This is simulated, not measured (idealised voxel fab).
The following process module bears the name voxel self aligned contacts.
For reference, the cross-section in this document is cut, with width 290 nm and square cells of 5 nm.
Cross-section spec: square-cell grid; bands listed top down; each band is one or more rows. Quick guide to a band line: top height, bottom height (nm) up front; then every material left to right with its width in nm. Only one material and it's marked "full width"? Then it fills the band edge to edge. And "empty" just means empty space. Ref level 0: as-received wafer is one material below here. Bottom band extends down with no lower bound ("z 0 and below"). The width entry "30..40" should be interpreted row by row: the top row of cells in the band takes the first number, the bottom row takes the second number, and the change between adjacent rows is uniform throughout. "everything unchanged" after a step means that no cell of the cross-section changed. Closed empty spaces (no open way to the top) of 8 cells or more are what "Encapsulated voids" lists, each as width x height at distance from the left edge, nm for all three. Post-settings text on a step line: simulator's own remark regarding the step. overlay nm: mask offset rightward from planned place, masked step; negative means leftward offset.
## This section lists the process steps that were planned
1,op RECEIVE | material Si
2,op CONFORMAL_DEP | material SiO2 | thk nm 5
3,op DIRECTIONAL_DEP | material polySi | thk nm 25
4,op DIRECTIONAL_DEP | material SiN | thk nm 20
5,op DIRECTIONAL_DEP | material aC | thk nm 10
6,op PATTERN | tone cover | mask id GATE | material resist | width nm 35 | pitch nm 60 | thk nm 25 | overlay nm 0
7,op DIRECTIONAL_ETCH | etch materials aC | depth nm 10
8,op STRIP | etch materials resist
9,op DIRECTIONAL_ETCH | etch materials SiN | depth nm 20
10,op DIRECTIONAL_ETCH | etch materials polySi | depth nm 25
11,op STRIP | etch materials aC
12,op CONFORMAL_DEP | material SiN | thk nm 5
13,op DIRECTIONAL_ETCH | etch materials SiN | depth nm 5
14,op FILL_DEP | material SiO2 | thk nm 10
15,op CMP | height nm 55
16,op MASKED_ETCH | tone open | mask id CONTACT | width nm 35 | etch materials SiO2 | depth nm 55 | overlay nm 0
17,op CONFORMAL_DEP | material TiN | thk nm 5
18,op FILL_DEP | material W | thk nm 5
19,op CMP | height nm 55
20,op CONFORMAL_DEP | material SiN | thk nm 5
## This is the cross-section of the wafer as we received it, i.e. after step 1
* z 0 and below = Si full width
* Encapsulated voids: none
## First of two wafers: cross-section at end of module, run per plan
* z 60 to 55 = SiN full width
* z 55 to 50 = SiO2 125 nm, then TiN 15 nm, then W 5 nm, then TiN 15 nm, then SiO2 130 nm
* z 50 to 30 = SiO2 90 nm, then SiN 45 nm, then TiN 5 nm, then W 5 nm, then TiN 5 nm, then SiN 45 nm, then SiO2 95 nm
* z 30 to 5 = SiO2 90 nm, then SiN 5 nm, then polySi 35 nm, then SiN 5 nm, then TiN 5 nm, then W 5 nm, then TiN 5 nm, then SiN 5 nm, then polySi 35 nm, then SiN 5 nm, then SiO2 95 nm
* z 5 to 0 = SiO2 135 nm, then TiN 15 nm, then SiO2 140 nm
* z 0 and below = Si full width
* Encapsulated voids: none
## Cross-sectional image of the second wafer of the two following completion of the module. Starting state and process plan were the same as for the first wafer; one execution error occurred
* z 60 to 55 = SiN full width
* z 55 to 50 = SiO2 125 nm, then TiN 15 nm, then W 5 nm, then TiN 15 nm, then SiO2 130 nm
* z 50 to 35 = SiO2 90 nm, then SiN 45 nm, then TiN 5 nm, then W 5 nm, then TiN 5 nm, then SiN 45 nm, then SiO2 95 nm
* z 35 to 30 = SiO2 90 nm, then SiN 45 nm, then TiN 15 nm, then SiN 45 nm, then SiO2 95 nm
* z 30 to 5 = TiN full width
* z 5 to 0 = SiO2 full width
* z 0 and below = Si full width
* Encapsulated voids: none
What went wrong in running the wafer? it should be noted that step 3 was executed with settings other than those planned, the operation and settings actually applied being op DIRECTIONAL_DEP | material TiN | thk nm 25
Heads up, by the end the second wafer has more or fewer cells of some materials compared to the first: SiN: 20 fewer; SiO2: 182 fewer; TiN: 278 more; W: 6 fewer; polySi: 70 fewer
